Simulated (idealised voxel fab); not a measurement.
process module | voxel fin reveal
cross-section cut | 170 nm wide | cells 5 nm
A cross-section is a grid of square cells, given in bands from the top down. A band is one or more rows of cells.
Each band's line starts with the height of the band's top and of its bottom, in nm. Then come its materials from left to right, each with its width in nm. One material with "throughout" fills the band from edge to edge. "air" is empty space.
Height 0 is the level under which the wafer as received is all one material. The lowest band goes on downwards, as in "0 down".
A width such as "30 to 40" changes by the same amount from each row of cells to the next, from the band's top row to its bottom row.
"no change" after a step means that no cell of the cross-section changed.
closed voids: empty space of 8 cells or more with no open way to the top, each as width x height at its distance from the left edge, in nm
after a step's settings: what the simulator itself notes on the step
overlay nm, on a step with a mask: how far to the right of its planned place the mask lay; to the left if negative
plan
1 op RECEIVE | material Si
2 op CONFORMAL_DEP | material SiN | thk nm 5
3 op MASKED_ETCH | tone cover | mask id FINS | width nm 15 | pitch nm 35 | etch materials SiN | depth nm 5 | overlay nm 0
4 op MASKED_ETCH | tone cover | mask id FINS | width nm 15 | pitch nm 35 | etch materials Si | depth nm 35 | overlay nm 0
5 op FILL_DEP | material SiO2 | thk nm 10
6 op CMP | height nm 5
7 op SELECTIVE_ETCH | etch materials SiO2 | depth nm 30
8 op STRIP | etch materials SiN
9 op CONFORMAL_DEP | material SiO2 | thk nm 5
first wafer, as planned
as received, after step 1
  0 down: Si throughout
  closed voids: none
after step 2
  5 to 0: SiN throughout
  below 0: unchanged
after step 3
  5 to 0: air 40 | SiN 15 | air 20 | SiN 15 | air 20 | SiN 15 | air 45
  below 0: unchanged
after step 4
  5 to 0: air 40 | SiN 15 | air 20 | SiN 15 | air 20 | SiN 15 | air 45
  0 to -35: air 40 | Si 15 | air 20 | Si 15 | air 20 | Si 15 | air 45
  below -35: unchanged
after step 5
  15 to 5: SiO2 throughout
  5 to 0: SiO2 40 | SiN 15 | SiO2 20 | SiN 15 | SiO2 20 | SiN 15 | SiO2 45
  0 to -35: SiO2 40 | Si 15 | SiO2 20 | Si 15 | SiO2 20 | Si 15 | SiO2 45
  below -35: unchanged
after step 6
  5 to 0: SiO2 40 | SiN 15 | SiO2 20 | SiN 15 | SiO2 20 | SiN 15 | SiO2 45
  below 0: unchanged
after step 7
  5 to 0: air 40 | SiN 15 | air 20 | SiN 15 | air 20 | SiN 15 | air 45
  0 to -25: air 40 | Si 15 | air 20 | Si 15 | air 20 | Si 15 | air 45
  below -25: unchanged
after step 8
  0 to -25: air 40 | Si 15 | air 20 | Si 15 | air 20 | Si 15 | air 45
  below -25: unchanged
after step 9
  5 to 0: air 35 | SiO2 25 | air 10 | SiO2 25 | air 10 | SiO2 25 | air 40
  0 to -20: air 35 | SiO2 5 | Si 15 | SiO2 5 | air 10 | SiO2 5 | Si 15 | SiO2 5 | air 10 | SiO2 5 | Si 15 | SiO2 5 | air 40
  -20 to -35: SiO2 40 | Si 15 | SiO2 20 | Si 15 | SiO2 20 | Si 15 | SiO2 45
  below -35: unchanged
second wafer: like start, like plan, one mistake. Through step 6 it matches the first wafer
when step 7 should have ended
  5 to 0: SiO2 40 | air 15 | SiO2 20 | air 15 | SiO2 20 | air 15 | SiO2 45
  below 0: unchanged
when step 8 should have ended
  0 to -25: air 40 | Si 15 | air 20 | Si 15 | air 20 | Si 15 | air 45
  -25 to -30: SiO2 10 | air 30 | Si 15 | air 20 | Si 15 | air 20 | Si 15 | air 30 | SiO2 15
  below -30: unchanged
when step 9 should have ended
  5 to 0: air 35 | SiO2 25 | air 10 | SiO2 25 | air 10 | SiO2 25 | air 40
  0 to -20: air 35 | SiO2 5 | Si 15 | SiO2 5 | air 10 | SiO2 5 | Si 15 | SiO2 5 | air 10 | SiO2 5 | Si 15 | SiO2 5 | air 40
  -20 to -25: SiO2 15 | air 20 | SiO2 5 | Si 15 | SiO2 5 | air 10 | SiO2 5 | Si 15 | SiO2 5 | air 10 | SiO2 5 | Si 15 | SiO2 5 | air 20 | SiO2 20
  -25 to -35: SiO2 40 | Si 15 | SiO2 20 | Si 15 | SiO2 20 | Si 15 | SiO2 45
  below -35: unchanged
what went wrong: steps 7 and 8 were swapped
at the end the second wafer has, in cells: 12 fewer of SiO2
